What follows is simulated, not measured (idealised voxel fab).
process module | voxel trench capacitor
Xsec cut, 230 nm wide, square cell size 5 nm.
Notation: cross-section as square-cell grid; stated in bands, top first, going down; one or more cell rows per band. Heads up on the band format: heights come first, top then bottom, in nm. After that it's the materials left to right, each with its width in nm. A single material flagged "full width" fills the whole band edge to edge, and "air" means there's empty space there. Height reference: 0 = level under which incoming wafer is all one material. Lowest band: no bottom, runs on downward, e.g. "0..down". Read "30->40" as a graded width: first number on top, second number at the bottom, same change between each pair of neighbouring rows. Where the words "nothing altered" appear for a step, the cross-section shows no cell changed by that step; every cell remained as before. Each empty space that has no open way to the top and spans at least 8 cells appears under "Fully sealed voids" as width x height at distance, the distance counted from the left edge, all in nm. What comes after the settings on a step's line is commentary from the simulator itself on that step. overlay nm: for a step with a mask, the amount by which the mask lay right of where it was planned; a negative amount means left of it.
-- Process steps foreseen in the plan
- 1: RECEIVE,material Si
- 2: CONFORMAL_DEP,material SiN,thk nm 10
- 3: PATTERN,tone open,mask id TRENCH,material resist,width nm 25,pitch nm 55,thk nm 15,overlay nm 0
- 4: DIRECTIONAL_ETCH,etch materials SiN,depth nm 10
- 5: DIRECTIONAL_ETCH,etch materials Si,depth nm 30
- 6: STRIP,etch materials resist
- 7: CONFORMAL_DEP,material Al2O3,thk nm 5
- 8: FILL_DEP,material polySi,thk nm 10
- 9: CMP,height nm 10
-- First of the two wafers, run per plan
-- Wafer at receipt (post step 1), cross-section
    0..down: Si full width
    Fully sealed voids: none
-- Wafer section view after processing step 2
    10..0: SiN full width
    Everything under 0 stays put, no change at all.
-- Wafer section view after processing step 3
    25..10: resist 45 nm | air 25 nm | resist 30 nm | air 25 nm | resist 30 nm | air 25 nm | resist 50 nm
    Everything under 10 stays put, no change at all.
-- Wafer section view after processing step 4
    25..10: resist 45 nm | air 25 nm | resist 30 nm | air 25 nm | resist 30 nm | air 25 nm | resist 50 nm
    10..0: SiN 45 nm | air 25 nm | SiN 30 nm | air 25 nm | SiN 30 nm | air 25 nm | SiN 50 nm
    Everything under 0 stays put, no change at all.
-- Wafer section view after processing step 5
    25..10: resist 45 nm | air 25 nm | resist 30 nm | air 25 nm | resist 30 nm | air 25 nm | resist 50 nm
    10..0: SiN 45 nm | air 25 nm | SiN 30 nm | air 25 nm | SiN 30 nm | air 25 nm | SiN 50 nm
    0..-30: Si 45 nm | air 25 nm | Si 30 nm | air 25 nm | Si 30 nm | air 25 nm | Si 50 nm
    Everything under -30 stays put, no change at all.
-- Wafer section view after processing step 6
    10..0: SiN 45 nm | air 25 nm | SiN 30 nm | air 25 nm | SiN 30 nm | air 25 nm | SiN 50 nm
    Everything under 0 stays put, no change at all.
-- Wafer section view after processing step 7
    15..10: Al2O3 50 nm | air 15 nm | Al2O3 40 nm | air 15 nm | Al2O3 40 nm | air 15 nm | Al2O3 55 nm
    10..0: SiN 45 nm | Al2O3 5 nm | air 15 nm | Al2O3 5 nm | SiN 30 nm | Al2O3 5 nm | air 15 nm | Al2O3 5 nm | SiN 30 nm | Al2O3 5 nm | air 15 nm | Al2O3 5 nm | SiN 50 nm
    0..-25: Si 45 nm | Al2O3 5 nm | air 15 nm | Al2O3 5 nm | Si 30 nm | Al2O3 5 nm | air 15 nm | Al2O3 5 nm | Si 30 nm | Al2O3 5 nm | air 15 nm | Al2O3 5 nm | Si 50 nm
    -25..-30: Si 45 nm | Al2O3 25 nm | Si 30 nm | Al2O3 25 nm | Si 30 nm | Al2O3 25 nm | Si 50 nm
    Everything under -30 stays put, no change at all.
-- Wafer section view after processing step 8
    25..15: polySi full width
    15..10: Al2O3 50 nm | polySi 15 nm | Al2O3 40 nm | polySi 15 nm | Al2O3 40 nm | polySi 15 nm | Al2O3 55 nm
    10..0: SiN 45 nm | Al2O3 5 nm | polySi 15 nm | Al2O3 5 nm | SiN 30 nm | Al2O3 5 nm | polySi 15 nm | Al2O3 5 nm | SiN 30 nm | Al2O3 5 nm | polySi 15 nm | Al2O3 5 nm | SiN 50 nm
    0..-25: Si 45 nm | Al2O3 5 nm | polySi 15 nm | Al2O3 5 nm | Si 30 nm | Al2O3 5 nm | polySi 15 nm | Al2O3 5 nm | Si 30 nm | Al2O3 5 nm | polySi 15 nm | Al2O3 5 nm | Si 50 nm
    Everything under -25 stays put, no change at all.
-- Wafer section view after processing step 9
    10..0: SiN 45 nm | Al2O3 5 nm | polySi 15 nm | Al2O3 5 nm | SiN 30 nm | Al2O3 5 nm | polySi 15 nm | Al2O3 5 nm | SiN 30 nm | Al2O3 5 nm | polySi 15 nm | Al2O3 5 nm | SiN 50 nm
    Everything under 0 stays put, no change at all.
-- The Second Wafer: Common Origin and Plan, One Mistake in Execution, Identical to the First Through Step 1
-- Cross-section, second wafer, at the end time the plan gives for step 2
    10..0: Al2O3 full width
    Everything under 0 stays put, no change at all.
-- Cross-section, second wafer, at the end time the plan gives for step 3
    25..10: resist 45 nm | air 25 nm | resist 30 nm | air 25 nm | resist 30 nm | air 25 nm | resist 50 nm
    Everything under 10 stays put, no change at all.
Cross-section, second wafer, at the end time the plan gives for step 4: nothing altered
Cross-section, second wafer, at the end time the plan gives for step 5: nothing altered
-- Cross-section, second wafer, at the end time the plan gives for step 6
    10..0: Al2O3 full width
    Everything under 0 stays put, no change at all.
-- Cross-section, second wafer, at the end time the plan gives for step 7
    15..0: Al2O3 full width
    Everything under 0 stays put, no change at all.
-- Cross-section, second wafer, at the end time the plan gives for step 8
    25..15: polySi full width
    Everything under 15 stays put, no change at all.
-- Cross-section, second wafer, at the end time the plan gives for step 9
    10..0: Al2O3 full width
    Everything under 0 stays put, no change at all.
Deviation from plan: heads up, step 2 didn't go per plan, it actually ran as CONFORMAL_DEP,material Al2O3,thk nm 10
Once processing is complete, comparing cell counts shows that the second wafer has more or fewer of certain materials than the first: Al2O3: 35 more; Si: 90 more; SiN: 62 fewer; polySi: 63 fewer
